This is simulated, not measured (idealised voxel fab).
Process module under the name voxel trench capacitor
Xsec cut, 250 nm wide, square cell size 5 nm.
Cross-section = grid of square cells, listed top down in bands; band = one or more rows.
Look at the band entry: it leads with the top's height and the bottom's height in nm. Then it lists the materials left to right, with a width in nm for each. The word "full width" on a single material says that material fills the band edge to edge. The word "blank" is empty space.
Heights are measured from 0, the level below which the as-received wafer is all one material; the lowest band has no bottom and continues downward, written as in "0 -> down".
Think of "30->40" as a width that walks from the first number to the second as you go down the band, top row to bottom row, taking equal-sized steps from row to row.
Key: "no alterations made" - step with no changed cell in the cross-section.
Enclosed voids (no open way to top), threshold 8 cells or more, entry "Closed void table", notation width x height at distance, distance from left edge, nm.
Step line, after settings: the simulator's comment on this step.
The setting "overlay nm" may be written on the line of a step. When the step uses a mask, the value reports how far to the right of the planned place the mask lay, and a negative value reports that it lay to the left.

Planned step list for the process
1. op RECEIVE | material Si
2. op CONFORMAL_DEP | material SiN | thk nm 10
3. op PATTERN | tone open | mask id TRENCH | material resist | width nm 20 | pitch nm 40 | thk nm 20 | overlay nm 0
4. op DIRECTIONAL_ETCH | etch materials SiN | depth nm 5
5. op DIRECTIONAL_ETCH | etch materials Si | depth nm 35
6. op STRIP | etch materials resist
7. op CONFORMAL_DEP | material Al2O3 | thk nm 5
8. op FILL_DEP | material polySi | thk nm 5
9. op CMP | height nm 10
Wafers differ in depth nm at step 4; plan lists the first wafer's value; identical starting state.

As-received state after step 1, first of several wafers, cross-section
> 0 -> down | Si full width
> Closed void table: none

Basically each wafer gets a line in the table, showing it at the end of the module: material by material, the cells it gained (+) or lost (-) since we got it, then its closed voids
depth nm 5 | +8 Al2O3 | +92 SiN | Closed void table: none
depth nm 10 | +40 Al2O3 | -56 Si | +84 SiN | +32 polySi | Closed void table: none
depth nm 15 | +40 Al2O3 | -56 Si | +84 SiN | +32 polySi | Closed void table: none
depth nm 20 | +40 Al2O3 | -56 Si | +84 SiN | +32 polySi | Closed void table: none
depth nm 25 | +40 Al2O3 | -56 Si | +84 SiN | +32 polySi | Closed void table: none
